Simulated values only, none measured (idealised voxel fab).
process module | voxel spacer lines
cross-section cut | 190 nm wide | cells 5 nm
A cross-section is a grid of square cells, given in bands from the top down. A band is one or more rows of cells.
Each band's line starts with the height of the band's top and of its bottom, in nm. Then come its materials from left to right, each with its width in nm. One material with "throughout" fills the band from edge to edge. "air" is empty space.
Height 0 is the level under which the wafer as received is all one material. The lowest band goes on downwards, as in "0 down".
A width such as "30 to 40" changes by the same amount from each row of cells to the next, from the band's top row to its bottom row.
"no change" after a step means that no cell of the cross-section changed.
closed voids: empty space of 8 cells or more with no open way to the top, each as width x height at its distance from the left edge, in nm
after a step's settings: what the simulator itself notes on the step
overlay nm, on a step with a mask: how far to the right of its planned place the mask lay; to the left if negative
plan
1 op RECEIVE | material Si
2 op CONFORMAL_DEP | material Al2O3 | thk nm 5
3 op DIRECTIONAL_DEP | material TiN | thk nm 15
4 op DIRECTIONAL_DEP | material aC | thk nm 20
5 op PATTERN | tone cover | mask id MANDREL | material resist | width nm 15 | pitch nm 50 | thk nm 30 | overlay nm 0
6 op DIRECTIONAL_ETCH | etch materials aC | depth nm 20
7 op STRIP | etch materials resist
8 op CONFORMAL_DEP | material SiN | thk nm 10
9 op DIRECTIONAL_ETCH | etch materials SiN | depth nm 10
10 op STRIP | etch materials aC
11 op DIRECTIONAL_ETCH | etch materials TiN | depth nm 15
12 op STRIP | etch materials SiN
as received, after step 1
  0 down: Si throughout
  closed voids: none
first wafer at the end, as planned
  20 to 5: air 50 | TiN 10 | air 15 | TiN 10 | air 15 | TiN 10 | air 15 | TiN 10 | air 55
  5 to 0: Al2O3 throughout
  0 down: Si throughout
  closed voids: none
second wafer at the end: like start, like plan, one mistake
  15 to 0: air 50 | TiN 10 | air 15 | TiN 10 | air 15 | TiN 10 | air 15 | TiN 10 | air 55
  0 down: Si throughout
  closed voids: none
what went wrong: step 2 was left out
at the end the second wafer has, in cells: 38 fewer of Al2O3
